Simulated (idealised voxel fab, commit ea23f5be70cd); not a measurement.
process module | voxel lift off
cross-section cut | 180 nm wide | cells 5 nm
A cross-section is a grid of square cells, given in bands from the top down. A band is one or more rows of cells.
Each band's line starts with the height of the band's top and of its bottom, in nm. Then come its materials from left to right, each with its width in nm. One material with "throughout" fills the band from edge to edge. "air" is empty space.
Height 0 is the level under which the wafer as received is all one material. The lowest band goes on downwards, as in "0 down".
A width such as "30 to 40" changes by the same amount from each row of cells to the next, from the band's top row to its bottom row.
"no change" after a step means that no cell of the cross-section changed.
closed voids: empty space of 8 cells or more with no open way to the top, each as width x height at its distance from the left edge, in nm
after a step's settings: what the simulator itself notes on the step
overlay nm, on a step with a mask: how far to the right of its planned place the mask lay; to the left if negative
plan
1 op RECEIVE | material Si
2 op CONFORMAL_DEP | material SiN | thk nm 5
3 op PATTERN | tone open | mask id LINES | material resist | width nm 20 | pitch nm 45 | thk nm 20 | overlay nm 0
4 op DIRECTIONAL_DEP | material Ru | thk nm 10
5 op STRIP | etch materials resist
6 op CONFORMAL_DEP | material SiCN | thk nm 5
varied across the wafers: width nm of step 3. The plan shows the first wafer's value. All wafers start alike
first wafer as received, after step 1
  0 down: Si throughout
  closed voids: none
each wafer at the end: cells of each material gained (+) or lost (-) since it was received, then its closed voids
width nm 20 | +24 Ru | +48 SiCN | +36 SiN | closed voids: none
width nm 25 | +30 Ru | +48 SiCN | +36 SiN | closed voids: none
width nm 30 | +36 Ru | +48 SiCN | +36 SiN | closed voids: none
